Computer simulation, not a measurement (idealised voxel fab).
The process module that follows is named voxel self aligned contacts.
The width of the displayed cross-section, cut, is 250 nm; its cells are square, with a size of 5 nm.
For the purposes of this document, a cross-section shall be understood as a grid of square cells, specified as bands listed in top-to-bottom order, each band consisting of one or more rows of cells.
Per band: top height and bottom height in nm, followed by the left-to-right materials and their widths in nm; "everywhere" marks a single material spanning edge to edge, "blank" marks empty space.
All heights in this document are referenced to 0, defined as the level beneath which the wafer, as received, consists entirely of one material. The lowest band is not bounded below; it extends indefinitely downward and is written in the form "0 down".
The two numbers in a width such as "30..40" mark its ends across the band: the first belongs to the top row of cells, the second to the bottom row, and from each row to the next the width moves by the same amount.
"no alteration" -> step changed no cross-section cell.
"Sealed-off cavities" means: voids of 8 cells or more that are shut off from the top with no open way through. Written width x height at distance, distance from the left edge, in nm.
Formally, on a step line, whatever follows the settings is a remark that the simulator itself makes on the step.
What "overlay nm" on a step's line means: if the step has a mask, that mask lay this far to the right of its planned place, or, when the value is negative, to the left.
Steps planned for the process
1,RECEIVE, material Si
2,OXIDIZE, depth nm 5
3,DIRECTIONAL_DEP, material polySi, thk nm 25
4,DIRECTIONAL_DEP, material SiN, thk nm 20
5,MASKED_ETCH, tone cover, mask id GATE, width nm 25, pitch nm 70, etch materials SiN, depth nm 20, overlay nm 0
6,MASKED_ETCH, tone cover, mask id GATE, width nm 15, pitch nm 70, etch materials polySi, depth nm 25, overlay nm 0
7,CONFORMAL_DEP, material SiN, thk nm 10
8,DIRECTIONAL_ETCH, etch materials SiN, depth nm 10
9,FILL_DEP, material SiO2, thk nm 15
10,CMP, height nm 50
11,PATTERN, tone open, mask id CONTACT, material resist, width nm 55, thk nm 20, overlay nm 0
12,DIRECTIONAL_ETCH, etch materials SiO2, depth nm 55
13,STRIP, etch materials resist
14,CONFORMAL_DEP, material TiN, thk nm 5
15,FILL_DEP, material Ru, thk nm 10
16,CMP, height nm 50
17,CONFORMAL_DEP, material SiN, thk nm 5
It is noted that the wafers described herein are identical at the outset and are distinguished by the width nm of step 6; the value stated in the plan corresponds to the first wafer.
The first of several wafers, as received after step 1, seen in section
- 0 down | Si everywhere
- Sealed-off cavities: none
Take any row and you have a wafer at the end of the module: how many cells of each material it has gained (+) or lost (-) since it was received, and then its closed voids
width nm 15, +30 Ru, -50 Si, +162 SiN, +327 SiO2, +31 TiN, +50 polySi, Sealed-off cavities: none
width nm 20, +30 Ru, -50 Si, +162 SiN, +327 SiO2, +31 TiN, +50 polySi, Sealed-off cavities: none
width nm 25, +30 Ru, -50 Si, +162 SiN, +327 SiO2, +31 TiN, +50 polySi, Sealed-off cavities: none
width nm 30, +24 Ru, -50 Si, +162 SiN, +323 SiO2, +31 TiN, +60 polySi, Sealed-off cavities: none
width nm 35, +18 Ru, -50 Si, +162 SiN, +319 SiO2, +31 TiN, +70 polySi, Sealed-off cavities: none
width nm 40, +12 Ru, -50 Si, +162 SiN, +315 SiO2, +31 TiN, +80 polySi, Sealed-off cavities: none
